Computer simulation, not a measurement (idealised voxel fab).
Process module under the name voxel wiring stack
The figure presents cross-section cut, which has a width of 280 nm and is divided into square cells with an edge length of 5 nm.
Each cross-section below is a grid of square cells, stated as bands in top-down order, with one or more rows of cells making up each band. Per band: top height and bottom height in nm, followed by the left-to-right materials and their widths in nm; "everywhere" marks a single material spanning edge to edge, "air" marks empty space. Height is counted from the level 0, under which the received wafer is composed throughout of one material. The lowest of the bands is not closed at the bottom but continues downward, in the notation "0 -> down". The expression "30->40" gives the width at the extremes of the band, the first number at its top row of cells and the second at its bottom row, with the width changing by equal amounts from each row to the next in between. Key: "stayed the same" - step with no changed cell in the cross-section. For the entry "Sealed void inventory", the listed items are empty spaces with no open way to the top whose size is 8 cells or more; each item follows the pattern width x height at distance, where distance is from the left edge and all three are in nm. Post-settings text on a step line: simulator's own remark regarding the step. overlay nm, on a step with a mask: how far to the right of its planned place the mask lay; to the left if negative.
The planned process steps are enumerated hereunder
1,RECEIVE, material Si
2,CONFORMAL_DEP, material SiO2, thk nm 10
3,CONFORMAL_DEP, material SiN, thk nm 5
4,DIRECTIONAL_DEP, material lowk, thk nm 15
5,PATTERN, tone open, mask id METAL_1, material resist, width nm 20, pitch nm 35, thk nm 15, overlay nm 0
6,DIRECTIONAL_ETCH, etch materials lowk, depth nm 15
7,DIRECTIONAL_ETCH, etch materials SiN, depth nm 5
8,STRIP, etch materials resist
9,CONFORMAL_DEP, material TiN, thk nm 5
10,FILL_DEP, material Ru, thk nm 5
11,CMP, height nm 30
12,CONFORMAL_DEP, material SiCN, thk nm 5
13,DIRECTIONAL_DEP, material lowk, thk nm 30
14,PATTERN, tone open, mask id METAL_2_HOLES, material resist, width nm 15, pitch nm 35, thk nm 20, overlay nm 0
15,DIRECTIONAL_ETCH, etch materials lowk, depth nm 30
16,STRIP, etch materials resist
17,DIRECTIONAL_DEP, material aC, thk nm 10
18,PATTERN, tone open, mask id METAL_2, material resist, width nm 20, pitch nm 35, thk nm 30, overlay nm 0
19,DIRECTIONAL_ETCH, etch materials aC, depth nm 10
20,STRIP, etch materials resist
21,DIRECTIONAL_ETCH, etch materials lowk, depth nm 20
22,DIRECTIONAL_ETCH, etch materials SiCN, depth nm 5
23,STRIP, etch materials aC
24,CONFORMAL_DEP, material TiN, thk nm 5
25,FILL_DEP, material Cu, thk nm 10
26,CMP, height nm 65
27,CONFORMAL_DEP, material SiCN, thk nm 5
28,DIRECTIONAL_DEP, material SiO2, thk nm 15
29,MASKED_ETCH, tone open, mask id PLUG_2, width nm 15, pitch nm 35, etch materials SiO2, depth nm 15, overlay nm 0
30,MASKED_ETCH, tone open, mask id PLUG_2, width nm 15, pitch nm 35, etch materials SiCN, depth nm 5, overlay nm 0
31,CONFORMAL_DEP, material TiN, thk nm 5
32,FILL_DEP, material W, thk nm 5
33,CMP, height nm 85
34,CONFORMAL_DEP, material SiN, thk nm 5
35,DIRECTIONAL_DEP, material SiO2, thk nm 15
36,MASKED_ETCH, tone open, mask id METAL_3, width nm 20, pitch nm 35, etch materials SiO2, depth nm 15, overlay nm 0
37,MASKED_ETCH, tone open, mask id METAL_3, width nm 20, pitch nm 35, etch materials SiN, depth nm 5, overlay nm 0
38,CONFORMAL_DEP, material TiN, thk nm 5
39,FILL_DEP, material Ru, thk nm 10
40,CMP, height nm 105
41,CONFORMAL_DEP, material SiCN, thk nm 5
42,DIRECTIONAL_DEP, material lowk, thk nm 30
43,MASKED_ETCH, tone open, mask id METAL_4, width nm 20, pitch nm 35, etch materials lowk, depth nm 15, overlay nm 0
44,MASKED_ETCH, tone open, mask id METAL_4_HOLES, width nm 15, pitch nm 70, etch materials lowk, depth nm 15, overlay nm 0
45,MASKED_ETCH, tone open, mask id METAL_4_HOLES, width nm 15, pitch nm 70, etch materials SiCN, depth nm 5, overlay nm 0
46,CONFORMAL_DEP, material TiN, thk nm 5
47,FILL_DEP, material Ru, thk nm 5
48,CMP, height nm 140
49,CONFORMAL_DEP, material SiN, thk nm 5
first wafer, as planned
Incoming wafer, cross-sectional view, post step 1
* 0 -> down | Si everywhere
* Sealed void inventory: none
Cross-section: wafer state after step 2
* 10 -> 0 | SiO2 everywhere
* Whatever lies below 0 is exactly as it was before.
Cross-section: wafer state after step 3
* 15 -> 10 | SiN everywhere
* Whatever lies below 10 is exactly as it was before.
Cross-section: wafer state after step 4
* 30 -> 15 | lowk everywhere
* Whatever lies below 15 is exactly as it was before.
Cross-section: wafer state after step 5
* 45 -> 30 | 95 resist  20 air  15 resist  20 air  15 resist  20 air  95 resist
* Whatever lies below 30 is exactly as it was before.
Cross-section: wafer state after step 6
* 45 -> 30 | 95 resist  20 air  15 resist  20 air  15 resist  20 air  95 resist
* 30 -> 15 | 95 lowk  20 air  15 lowk  20 air  15 lowk  20 air  95 lowk
* Whatever lies below 15 is exactly as it was before.
Cross-section: wafer state after step 7
* 45 -> 30 | 95 resist  20 air  15 resist  20 air  15 resist  20 air  95 resist
* 30 -> 15 | 95 lowk  20 air  15 lowk  20 air  15 lowk  20 air  95 lowk
* 15 -> 10 | 95 SiN  20 air  15 SiN  20 air  15 SiN  20 air  95 SiN
* Whatever lies below 10 is exactly as it was before.
Cross-section: wafer state after step 8
* 30 -> 15 | 95 lowk  20 air  15 lowk  20 air  15 lowk  20 air  95 lowk
* Whatever lies below 15 is exactly as it was before.
Cross-section: wafer state after step 9
* 35 -> 30 | 100 TiN  10 air  25 TiN  10 air  25 TiN  10 air  100 TiN
* 30 -> 15 | 95 lowk  5 TiN  10 air  5 TiN  15 lowk  5 TiN  10 air  5 TiN  15 lowk  5 TiN  10 air  5 TiN  95 lowk
* 15 -> 10 | 95 SiN  20 TiN  15 SiN  20 TiN  15 SiN  20 TiN  95 SiN
* Whatever lies below 10 is exactly as it was before.
Cross-section: wafer state after step 10
* 40 -> 35 | Ru everywhere
* 35 -> 30 | 100 TiN  10 Ru  25 TiN  10 Ru  25 TiN  10 Ru  100 TiN
* 30 -> 15 | 95 lowk  5 TiN  10 Ru  5 TiN  15 lowk  5 TiN  10 Ru  5 TiN  15 lowk  5 TiN  10 Ru  5 TiN  95 lowk
* Whatever lies below 15 is exactly as it was before.
Cross-section: wafer state after step 11
* 30 -> 15 | 95 lowk  5 TiN  10 Ru  5 TiN  15 lowk  5 TiN  10 Ru  5 TiN  15 lowk  5 TiN  10 Ru  5 TiN  95 lowk
* Whatever lies below 15 is exactly as it was before.
Cross-section: wafer state after step 12
* 35 -> 30 | SiCN everywhere
* Whatever lies below 30 is exactly as it was before.
Cross-section: wafer state after step 13
* 65 -> 35 | lowk everywhere
* Whatever lies below 35 is exactly as it was before.
Cross-section: wafer state after step 14
* 85 -> 65 | 95 resist  15 air  20 resist  15 air  20 resist  15 air  100 resist
* Whatever lies below 65 is exactly as it was before.
Cross-section: wafer state after step 15
* 85 -> 65 | 95 resist  15 air  20 resist  15 air  20 resist  15 air  100 resist
* 65 -> 35 | 95 lowk  15 air  20 lowk  15 air  20 lowk  15 air  100 lowk
* Whatever lies below 35 is exactly as it was before.
Cross-section: wafer state after step 16
* 65 -> 35 | 95 lowk  15 air  20 lowk  15 air  20 lowk  15 air  100 lowk
* Whatever lies below 35 is exactly as it was before.
Cross-section: wafer state after step 17
* 75 -> 65 | 95 aC  15 air  20 aC  15 air  20 aC  15 air  100 aC
* 65 -> 45 | 95 lowk  15 air  20 lowk  15 air  20 lowk  15 air  100 lowk
* 45 -> 35 | 95 lowk  15 aC  20 lowk  15 aC  20 lowk  15 aC  100 lowk
* Whatever lies below 35 is exactly as it was before.
Cross-section: wafer state after step 18
* 105 -> 75 | 95 resist  20 air  15 resist  20 air  15 resist  20 air  95 resist
* Whatever lies below 75 is exactly as it was before.
Cross-section: wafer state after step 19
* 95 -> 75 | 95 resist  20 air  15 resist  20 air  15 resist  20 air  95 resist
* 75 -> 65 | 95 aC  20 air  15 aC  20 air  15 aC  20 air  95 aC
* 65 -> 35 | 95 lowk  15 air  20 lowk  15 air  20 lowk  15 air  100 lowk
* Whatever lies below 35 is exactly as it was before.
Cross-section: wafer state after step 20
* 75 -> 65 | 95 aC  20 air  15 aC  20 air  15 aC  20 air  95 aC
* Whatever lies below 65 is exactly as it was before.
Cross-section: wafer state after step 21
* 75 -> 65 | 95 aC  20 air  15 aC  20 air  15 aC  20 air  95 aC
* 65 -> 45 | 95 lowk  20 air  15 lowk  20 air  15 lowk  20 air  95 lowk
* Whatever lies below 45 is exactly as it was before.
Cross-section: wafer state after step 22
* 75 -> 65 | 95 aC  20 air  15 aC  20 air  15 aC  20 air  95 aC
* 65 -> 45 | 95 lowk  20 air  15 lowk  20 air  15 lowk  20 air  95 lowk
* 45 -> 35 | 95 lowk  15 air  20 lowk  15 air  20 lowk  15 air  100 lowk
* 35 -> 30 | 95 SiCN  15 air  20 SiCN  15 air  20 SiCN  15 air  100 SiCN
* Whatever lies below 30 is exactly as it was before.
Cross-section: wafer state after step 23
* 65 -> 45 | 95 lowk  20 air  15 lowk  20 air  15 lowk  20 air  95 lowk
* Whatever lies below 45 is exactly as it was before.
Cross-section: wafer state after step 24
* 70 -> 65 | 100 TiN  10 air  25 TiN  10 air  25 TiN  10 air  100 TiN
* 65 -> 50 | 95 lowk  5 TiN  10 air  5 TiN  15 lowk  5 TiN  10 air  5 TiN  15 lowk  5 TiN  10 air  5 TiN  95 lowk
* 50 -> 45 | 95 lowk  5 TiN  5 air  10 TiN  15 lowk  5 TiN  5 air  10 TiN  15 lowk  5 TiN  5 air  10 TiN  95 lowk
* 45 -> 35 | 95 lowk  5 TiN  5 air  5 TiN  20 lowk  5 TiN  5 air  5 TiN  20 lowk  5 TiN  5 air  5 TiN  100 lowk
* 35 -> 30 | 95 SiCN  15 TiN  20 SiCN  15 TiN  20 SiCN  15 TiN  100 SiCN
* Whatever lies below 30 is exactly as it was before.
Cross-section: wafer state after step 25
* 80 -> 70 | Cu everywhere
* 70 -> 65 | 100 TiN  10 Cu  25 TiN  10 Cu  25 TiN  10 Cu  100 TiN
* 65 -> 50 | 95 lowk  5 TiN  10 Cu  5 TiN  15 lowk  5 TiN  10 Cu  5 TiN  15 lowk  5 TiN  10 Cu  5 TiN  95 lowk
* 50 -> 45 | 95 lowk  5 TiN  5 Cu  10 TiN  15 lowk  5 TiN  5 Cu  10 TiN  15 lowk  5 TiN  5 Cu  10 TiN  95 lowk
* 45 -> 35 | 95 lowk  5 TiN  5 Cu  5 TiN  20 lowk  5 TiN  5 Cu  5 TiN  20 lowk  5 TiN  5 Cu  5 TiN  100 lowk
* Whatever lies below 35 is exactly as it was before.
Cross-section: wafer state after step 26
* 65 -> 50 | 95 lowk  5 TiN  10 Cu  5 TiN  15 lowk  5 TiN  10 Cu  5 TiN  15 lowk  5 TiN  10 Cu  5 TiN  95 lowk
* Whatever lies below 50 is exactly as it was before.
Cross-section: wafer state after step 27
* 70 -> 65 | SiCN everywhere
* Whatever lies below 65 is exactly as it was before.
Cross-section: wafer state after step 28
* 85 -> 70 | SiO2 everywhere
* Whatever lies below 70 is exactly as it was before.
Cross-section: wafer state after step 29
* 85 -> 70 | 95 SiO2  15 air  20 SiO2  15 air  20 SiO2  15 air  100 SiO2
* Whatever lies below 70 is exactly as it was before.
Cross-section: wafer state after step 30
* 85 -> 70 | 95 SiO2  15 air  20 SiO2  15 air  20 SiO2  15 air  100 SiO2
* 70 -> 65 | 95 SiCN  15 air  20 SiCN  15 air  20 SiCN  15 air  100 SiCN
* Whatever lies below 65 is exactly as it was before.
Cross-section: wafer state after step 31
* 90 -> 85 | 100 TiN  5 air  30 TiN  5 air  30 TiN  5 air  105 TiN
* 85 -> 70 | 95 SiO2  5 TiN  5 air  5 TiN  20 SiO2  5 TiN  5 air  5 TiN  20 SiO2  5 TiN  5 air  5 TiN  100 SiO2
* 70 -> 65 | 95 SiCN  15 TiN  20 SiCN  15 TiN  20 SiCN  15 TiN  100 SiCN
* Whatever lies below 65 is exactly as it was before.
Cross-section: wafer state after step 32
* 95 -> 90 | W everywhere
* 90 -> 85 | 100 TiN  5 W  30 TiN  5 W  30 TiN  5 W  105 TiN
* 85 -> 70 | 95 SiO2  5 TiN  5 W  5 TiN  20 SiO2  5 TiN  5 W  5 TiN  20 SiO2  5 TiN  5 W  5 TiN  100 SiO2
* Whatever lies below 70 is exactly as it was before.
Cross-section: wafer state after step 33
* 85 -> 70 | 95 SiO2  5 TiN  5 W  5 TiN  20 SiO2  5 TiN  5 W  5 TiN  20 SiO2  5 TiN  5 W  5 TiN  100 SiO2
* Whatever lies below 70 is exactly as it was before.
Cross-section: wafer state after step 34
* 90 -> 85 | SiN everywhere
* Whatever lies below 85 is exactly as it was before.
Cross-section: wafer state after step 35
* 105 -> 90 | SiO2 everywhere
* Whatever lies below 90 is exactly as it was before.
Cross-section: wafer state after step 36
* 105 -> 90 | 95 SiO2  20 air  15 SiO2  20 air  15 SiO2  20 air  95 SiO2
* Whatever lies below 90 is exactly as it was before.
Cross-section: wafer state after step 37
* 105 -> 90 | 95 SiO2  20 air  15 SiO2  20 air  15 SiO2  20 air  95 SiO2
* 90 -> 85 | 95 SiN  20 air  15 SiN  20 air  15 SiN  20 air  95 SiN
* Whatever lies below 85 is exactly as it was before.
Cross-section: wafer state after step 38
* 110 -> 105 | 100 TiN  10 air  25 TiN  10 air  25 TiN  10 air  100 TiN
* 105 -> 90 | 95 SiO2  5 TiN  10 air  5 TiN  15 SiO2  5 TiN  10 air  5 TiN  15 SiO2  5 TiN  10 air  5 TiN  95 SiO2
* 90 -> 85 | 95 SiN  20 TiN  15 SiN  20 TiN  15 SiN  20 TiN  95 SiN
* Whatever lies below 85 is exactly as it was before.
Cross-section: wafer state after step 39
* 120 -> 110 | Ru everywhere
* 110 -> 105 | 100 TiN  10 Ru  25 TiN  10 Ru  25 TiN  10 Ru  100 TiN
* 105 -> 90 | 95 SiO2  5 TiN  10 Ru  5 TiN  15 SiO2  5 TiN  10 Ru  5 TiN  15 SiO2  5 TiN  10 Ru  5 TiN  95 SiO2
* Whatever lies below 90 is exactly as it was before.
Cross-section: wafer state after step 40
* 105 -> 90 | 95 SiO2  5 TiN  10 Ru  5 TiN  15 SiO2  5 TiN  10 Ru  5 TiN  15 SiO2  5 TiN  10 Ru  5 TiN  95 SiO2
* Whatever lies below 90 is exactly as it was before.
Cross-section: wafer state after step 41
* 110 -> 105 | SiCN everywhere
* Whatever lies below 105 is exactly as it was before.
Cross-section: wafer state after step 42
* 140 -> 110 | lowk everywhere
* Whatever lies below 110 is exactly as it was before.
Cross-section: wafer state after step 43
* 140 -> 125 | 95 lowk  20 air  15 lowk  20 air  15 lowk  20 air  95 lowk
* Whatever lies below 125 is exactly as it was before.
Cross-section: wafer state after step 44
* 140 -> 125 | 95 lowk  20 air  15 lowk  20 air  15 lowk  20 air  95 lowk
* 125 -> 110 | 95 lowk  15 air  55 lowk  15 air  100 lowk
* Whatever lies below 110 is exactly as it was before.
Cross-section: wafer state after step 45
* 140 -> 125 | 95 lowk  20 air  15 lowk  20 air  15 lowk  20 air  95 lowk
* 125 -> 110 | 95 lowk  15 air  55 lowk  15 air  100 lowk
* 110 -> 105 | 95 SiCN  15 air  55 SiCN  15 air  100 SiCN
* Whatever lies below 105 is exactly as it was before.
Cross-section: wafer state after step 46
* 145 -> 140 | 100 TiN  10 air  25 TiN  10 air  25 TiN  10 air  100 TiN
* 140 -> 130 | 95 lowk  5 TiN  10 air  5 TiN  15 lowk  5 TiN  10 air  5 TiN  15 lowk  5 TiN  10 air  5 TiN  95 lowk
* 130 -> 125 | 95 lowk  5 TiN  5 air  10 TiN  15 lowk  20 TiN  15 lowk  5 TiN  5 air  10 TiN  95 lowk
* 125 -> 110 | 95 lowk  5 TiN  5 air  5 TiN  55 lowk  5 TiN  5 air  5 TiN  100 lowk
* 110 -> 105 | 95 SiCN  15 TiN  55 SiCN  15 TiN  100 SiCN
* Whatever lies below 105 is exactly as it was before.
Cross-section: wafer state after step 47
* 150 -> 145 | Ru everywhere
* 145 -> 140 | 100 TiN  10 Ru  25 TiN  10 Ru  25 TiN  10 Ru  100 TiN
* 140 -> 130 | 95 lowk  5 TiN  10 Ru  5 TiN  15 lowk  5 TiN  10 Ru  5 TiN  15 lowk  5 TiN  10 Ru  5 TiN  95 lowk
* 130 -> 125 | 95 lowk  5 TiN  5 Ru  10 TiN  15 lowk  20 TiN  15 lowk  5 TiN  5 Ru  10 TiN  95 lowk
* 125 -> 110 | 95 lowk  5 TiN  5 Ru  5 TiN  55 lowk  5 TiN  5 Ru  5 TiN  100 lowk
* Whatever lies below 110 is exactly as it was before.
Cross-section: wafer state after step 48
* 140 -> 130 | 95 lowk  5 TiN  10 Ru  5 TiN  15 lowk  5 TiN  10 Ru  5 TiN  15 lowk  5 TiN  10 Ru  5 TiN  95 lowk
* Whatever lies below 130 is exactly as it was before.
Cross-section: wafer state after step 49
* 145 -> 140 | SiN everywhere
* Whatever lies below 140 is exactly as it was before.
Second Wafer (Identical Start and Plan, One Processing Error; Matches First Wafer Through Step 2)
Second wafer at the planned finish of step 3, seen in cross-section: stayed the same
Second wafer at the planned finish of step 4, seen in cross-section
* 25 -> 10 | lowk everywhere
* Whatever lies below 10 is exactly as it was before.
Second wafer at the planned finish of step 5, seen in cross-section
* 40 -> 25 | 95 resist  20 air  15 resist  20 air  15 resist  20 air  95 resist
* Whatever lies below 25 is exactly as it was before.
Second wafer at the planned finish of step 6, seen in cross-section
* 40 -> 25 | 95 resist  20 air  15 resist  20 air  15 resist  20 air  95 resist
* 25 -> 10 | 95 lowk  20 air  15 lowk  20 air  15 lowk  20 air  95 lowk
* Whatever lies below 10 is exactly as it was before.
Second wafer at the planned finish of step 7, seen in cross-section: stayed the same
Second wafer at the planned finish of step 8, seen in cross-section
* 25 -> 10 | 95 lowk  20 air  15 lowk  20 air  15 lowk  20 air  95 lowk
* Whatever lies below 10 is exactly as it was before.
Second wafer at the planned finish of step 9, seen in cross-section
* 30 -> 25 | 100 TiN  10 air  25 TiN  10 air  25 TiN  10 air  100 TiN
* 25 -> 15 | 95 lowk  5 TiN  10 air  5 TiN  15 lowk  5 TiN  10 air  5 TiN  15 lowk  5 TiN  10 air  5 TiN  95 lowk
* 15 -> 10 | 95 lowk  20 TiN  15 lowk  20 TiN  15 lowk  20 TiN  95 lowk
* Whatever lies below 10 is exactly as it was before.
Second wafer at the planned finish of step 10, seen in cross-section
* 35 -> 30 | Ru everywhere
* 30 -> 25 | 100 TiN  10 Ru  25 TiN  10 Ru  25 TiN  10 Ru  100 TiN
* 25 -> 15 | 95 lowk  5 TiN  10 Ru  5 TiN  15 lowk  5 TiN  10 Ru  5 TiN  15 lowk  5 TiN  10 Ru  5 TiN  95 lowk
* Whatever lies below 15 is exactly as it was before.
Second wafer at the planned finish of step 11, seen in cross-section
* 30 -> 25 | 100 TiN  10 Ru  25 TiN  10 Ru  25 TiN  10 Ru  100 TiN
* Whatever lies below 25 is exactly as it was before.
Second wafer at the planned finish of step 12, seen in cross-section
* 35 -> 30 | SiCN everywhere
* Whatever lies below 30 is exactly as it was before.
Second wafer at the planned finish of step 13, seen in cross-section
* 65 -> 35 | lowk everywhere
* Whatever lies below 35 is exactly as it was before.
Second wafer at the planned finish of step 14, seen in cross-section
* 85 -> 65 | 95 resist  15 air  20 resist  15 air  20 resist  15 air  100 resist
* Whatever lies below 65 is exactly as it was before.
Second wafer at the planned finish of step 15, seen in cross-section
* 85 -> 65 | 95 resist  15 air  20 resist  15 air  20 resist  15 air  100 resist
* 65 -> 35 | 95 lowk  15 air  20 lowk  15 air  20 lowk  15 air  100 lowk
* Whatever lies below 35 is exactly as it was before.
Second wafer at the planned finish of step 16, seen in cross-section
* 65 -> 35 | 95 lowk  15 air  20 lowk  15 air  20 lowk  15 air  100 lowk
* Whatever lies below 35 is exactly as it was before.
Second wafer at the planned finish of step 17, seen in cross-section
* 75 -> 65 | 95 aC  15 air  20 aC  15 air  20 aC  15 air  100 aC
* 65 -> 45 | 95 lowk  15 air  20 lowk  15 air  20 lowk  15 air  100 lowk
* 45 -> 35 | 95 lowk  15 aC  20 lowk  15 aC  20 lowk  15 aC  100 lowk
* Whatever lies below 35 is exactly as it was before.
Second wafer at the planned finish of step 18, seen in cross-section
* 105 -> 75 | 95 resist  20 air  15 resist  20 air  15 resist  20 air  95 resist
* Whatever lies below 75 is exactly as it was before.
Second wafer at the planned finish of step 19, seen in cross-section
* 95 -> 75 | 95 resist  20 air  15 resist  20 air  15 resist  20 air  95 resist
* 75 -> 65 | 95 aC  20 air  15 aC  20 air  15 aC  20 air  95 aC
* 65 -> 35 | 95 lowk  15 air  20 lowk  15 air  20 lowk  15 air  100 lowk
* Whatever lies below 35 is exactly as it was before.
Second wafer at the planned finish of step 20, seen in cross-section
* 75 -> 65 | 95 aC  20 air  15 aC  20 air  15 aC  20 air  95 aC
* Whatever lies below 65 is exactly as it was before.
Second wafer at the planned finish of step 21, seen in cross-section
* 75 -> 65 | 95 aC  20 air  15 aC  20 air  15 aC  20 air  95 aC
* 65 -> 45 | 95 lowk  20 air  15 lowk  20 air  15 lowk  20 air  95 lowk
* Whatever lies below 45 is exactly as it was before.
Second wafer at the planned finish of step 22, seen in cross-section
* 75 -> 65 | 95 aC  20 air  15 aC  20 air  15 aC  20 air  95 aC
* 65 -> 45 | 95 lowk  20 air  15 lowk  20 air  15 lowk  20 air  95 lowk
* 45 -> 35 | 95 lowk  15 air  20 lowk  15 air  20 lowk  15 air  100 lowk
* 35 -> 30 | 95 SiCN  15 air  20 SiCN  15 air  20 SiCN  15 air  100 SiCN
* Whatever lies below 30 is exactly as it was before.
Second wafer at the planned finish of step 23, seen in cross-section
* 65 -> 45 | 95 lowk  20 air  15 lowk  20 air  15 lowk  20 air  95 lowk
* Whatever lies below 45 is exactly as it was before.
Second wafer at the planned finish of step 24, seen in cross-section
* 70 -> 65 | 100 TiN  10 air  25 TiN  10 air  25 TiN  10 air  100 TiN
* 65 -> 50 | 95 lowk  5 TiN  10 air  5 TiN  15 lowk  5 TiN  10 air  5 TiN  15 lowk  5 TiN  10 air  5 TiN  95 lowk
* 50 -> 45 | 95 lowk  5 TiN  5 air  10 TiN  15 lowk  5 TiN  5 air  10 TiN  15 lowk  5 TiN  5 air  10 TiN  95 lowk
* 45 -> 35 | 95 lowk  5 TiN  5 air  5 TiN  20 lowk  5 TiN  5 air  5 TiN  20 lowk  5 TiN  5 air  5 TiN  100 lowk
* 35 -> 30 | 95 SiCN  15 TiN  20 SiCN  15 TiN  20 SiCN  15 TiN  100 SiCN
* Whatever lies below 30 is exactly as it was before.
Second wafer at the planned finish of step 25, seen in cross-section
* 80 -> 70 | Cu everywhere
* 70 -> 65 | 100 TiN  10 Cu  25 TiN  10 Cu  25 TiN  10 Cu  100 TiN
* 65 -> 50 | 95 lowk  5 TiN  10 Cu  5 TiN  15 lowk  5 TiN  10 Cu  5 TiN  15 lowk  5 TiN  10 Cu  5 TiN  95 lowk
* 50 -> 45 | 95 lowk  5 TiN  5 Cu  10 TiN  15 lowk  5 TiN  5 Cu  10 TiN  15 lowk  5 TiN  5 Cu  10 TiN  95 lowk
* 45 -> 35 | 95 lowk  5 TiN  5 Cu  5 TiN  20 lowk  5 TiN  5 Cu  5 TiN  20 lowk  5 TiN  5 Cu  5 TiN  100 lowk
* Whatever lies below 35 is exactly as it was before.
Second wafer at the planned finish of step 26, seen in cross-section
* 65 -> 50 | 95 lowk  5 TiN  10 Cu  5 TiN  15 lowk  5 TiN  10 Cu  5 TiN  15 lowk  5 TiN  10 Cu  5 TiN  95 lowk
* Whatever lies below 50 is exactly as it was before.
Second wafer at the planned finish of step 27, seen in cross-section
* 70 -> 65 | SiCN everywhere
* Whatever lies below 65 is exactly as it was before.
Second wafer at the planned finish of step 28, seen in cross-section
* 85 -> 70 | SiO2 everywhere
* Whatever lies below 70 is exactly as it was before.
Second wafer at the planned finish of step 29, seen in cross-section
* 85 -> 70 | 95 SiO2  15 air  20 SiO2  15 air  20 SiO2  15 air  100 SiO2
* Whatever lies below 70 is exactly as it was before.
Second wafer at the planned finish of step 30, seen in cross-section
* 85 -> 70 | 95 SiO2  15 air  20 SiO2  15 air  20 SiO2  15 air  100 SiO2
* 70 -> 65 | 95 SiCN  15 air  20 SiCN  15 air  20 SiCN  15 air  100 SiCN
* Whatever lies below 65 is exactly as it was before.
Second wafer at the planned finish of step 31, seen in cross-section
* 90 -> 85 | 100 TiN  5 air  30 TiN  5 air  30 TiN  5 air  105 TiN
* 85 -> 70 | 95 SiO2  5 TiN  5 air  5 TiN  20 SiO2  5 TiN  5 air  5 TiN  20 SiO2  5 TiN  5 air  5 TiN  100 SiO2
* 70 -> 65 | 95 SiCN  15 TiN  20 SiCN  15 TiN  20 SiCN  15 TiN  100 SiCN
* Whatever lies below 65 is exactly as it was before.
Second wafer at the planned finish of step 32, seen in cross-section
* 95 -> 90 | W everywhere
* 90 -> 85 | 100 TiN  5 W  30 TiN  5 W  30 TiN  5 W  105 TiN
* 85 -> 70 | 95 SiO2  5 TiN  5 W  5 TiN  20 SiO2  5 TiN  5 W  5 TiN  20 SiO2  5 TiN  5 W  5 TiN  100 SiO2
* Whatever lies below 70 is exactly as it was before.
Second wafer at the planned finish of step 33, seen in cross-section
* 85 -> 70 | 95 SiO2  5 TiN  5 W  5 TiN  20 SiO2  5 TiN  5 W  5 TiN  20 SiO2  5 TiN  5 W  5 TiN  100 SiO2
* Whatever lies below 70 is exactly as it was before.
Second wafer at the planned finish of step 34, seen in cross-section
* 90 -> 85 | SiN everywhere
* Whatever lies below 85 is exactly as it was before.
Second wafer at the planned finish of step 35, seen in cross-section
* 105 -> 90 | SiO2 everywhere
* Whatever lies below 90 is exactly as it was before.
Second wafer at the planned finish of step 36, seen in cross-section
* 105 -> 90 | 95 SiO2  20 air  15 SiO2  20 air  15 SiO2  20 air  95 SiO2
* Whatever lies below 90 is exactly as it was before.
Second wafer at the planned finish of step 37, seen in cross-section
* 105 -> 90 | 95 SiO2  20 air  15 SiO2  20 air  15 SiO2  20 air  95 SiO2
* 90 -> 85 | 95 SiN  20 air  15 SiN  20 air  15 SiN  20 air  95 SiN
* Whatever lies below 85 is exactly as it was before.
Second wafer at the planned finish of step 38, seen in cross-section
* 110 -> 105 | 100 TiN  10 air  25 TiN  10 air  25 TiN  10 air  100 TiN
* 105 -> 90 | 95 SiO2  5 TiN  10 air  5 TiN  15 SiO2  5 TiN  10 air  5 TiN  15 SiO2  5 TiN  10 air  5 TiN  95 SiO2
* 90 -> 85 | 95 SiN  20 TiN  15 SiN  20 TiN  15 SiN  20 TiN  95 SiN
* Whatever lies below 85 is exactly as it was before.
Second wafer at the planned finish of step 39, seen in cross-section
* 120 -> 110 | Ru everywhere
* 110 -> 105 | 100 TiN  10 Ru  25 TiN  10 Ru  25 TiN  10 Ru  100 TiN
* 105 -> 90 | 95 SiO2  5 TiN  10 Ru  5 TiN  15 SiO2  5 TiN  10 Ru  5 TiN  15 SiO2  5 TiN  10 Ru  5 TiN  95 SiO2
* Whatever lies below 90 is exactly as it was before.
Second wafer at the planned finish of step 40, seen in cross-section
* 105 -> 90 | 95 SiO2  5 TiN  10 Ru  5 TiN  15 SiO2  5 TiN  10 Ru  5 TiN  15 SiO2  5 TiN  10 Ru  5 TiN  95 SiO2
* Whatever lies below 90 is exactly as it was before.
Second wafer at the planned finish of step 41, seen in cross-section
* 110 -> 105 | SiCN everywhere
* Whatever lies below 105 is exactly as it was before.
Second wafer at the planned finish of step 42, seen in cross-section
* 140 -> 110 | lowk everywhere
* Whatever lies below 110 is exactly as it was before.
Second wafer at the planned finish of step 43, seen in cross-section
* 140 -> 125 | 95 lowk  20 air  15 lowk  20 air  15 lowk  20 air  95 lowk
* Whatever lies below 125 is exactly as it was before.
Second wafer at the planned finish of step 44, seen in cross-section
* 140 -> 125 | 95 lowk  20 air  15 lowk  20 air  15 lowk  20 air  95 lowk
* 125 -> 110 | 95 lowk  15 air  55 lowk  15 air  100 lowk
* Whatever lies below 110 is exactly as it was before.
Second wafer at the planned finish of step 45, seen in cross-section
* 140 -> 125 | 95 lowk  20 air  15 lowk  20 air  15 lowk  20 air  95 lowk
* 125 -> 110 | 95 lowk  15 air  55 lowk  15 air  100 lowk
* 110 -> 105 | 95 SiCN  15 air  55 SiCN  15 air  100 SiCN
* Whatever lies below 105 is exactly as it was before.
Second wafer at the planned finish of step 46, seen in cross-section
* 145 -> 140 | 100 TiN  10 air  25 TiN  10 air  25 TiN  10 air  100 TiN
* 140 -> 130 | 95 lowk  5 TiN  10 air  5 TiN  15 lowk  5 TiN  10 air  5 TiN  15 lowk  5 TiN  10 air  5 TiN  95 lowk
* 130 -> 125 | 95 lowk  5 TiN  5 air  10 TiN  15 lowk  20 TiN  15 lowk  5 TiN  5 air  10 TiN  95 lowk
* 125 -> 110 | 95 lowk  5 TiN  5 air  5 TiN  55 lowk  5 TiN  5 air  5 TiN  100 lowk
* 110 -> 105 | 95 SiCN  15 TiN  55 SiCN  15 TiN  100 SiCN
* Whatever lies below 105 is exactly as it was before.
Second wafer at the planned finish of step 47, seen in cross-section
* 150 -> 145 | Ru everywhere
* 145 -> 140 | 100 TiN  10 Ru  25 TiN  10 Ru  25 TiN  10 Ru  100 TiN
* 140 -> 130 | 95 lowk  5 TiN  10 Ru  5 TiN  15 lowk  5 TiN  10 Ru  5 TiN  15 lowk  5 TiN  10 Ru  5 TiN  95 lowk
* 130 -> 125 | 95 lowk  5 TiN  5 Ru  10 TiN  15 lowk  20 TiN  15 lowk  5 TiN  5 Ru  10 TiN  95 lowk
* 125 -> 110 | 95 lowk  5 TiN  5 Ru  5 TiN  55 lowk  5 TiN  5 Ru  5 TiN  100 lowk
* Whatever lies below 110 is exactly as it was before.
Second wafer at the planned finish of step 48, seen in cross-section
* 140 -> 130 | 95 lowk  5 TiN  10 Ru  5 TiN  15 lowk  5 TiN  10 Ru  5 TiN  15 lowk  5 TiN  10 Ru  5 TiN  95 lowk
* Whatever lies below 130 is exactly as it was before.
Second wafer at the planned finish of step 49, seen in cross-section
* 145 -> 140 | SiN everywhere
* Whatever lies below 140 is exactly as it was before.
Heads up, the wafer didn't run the way we planned it: step 3 was dropped from the plan's execution and never run
It is noted that, at the conclusion of processing, the second wafer exhibits a higher or lower cell count for certain materials relative to the first: 44 fewer of SiN; 44 more of TiN
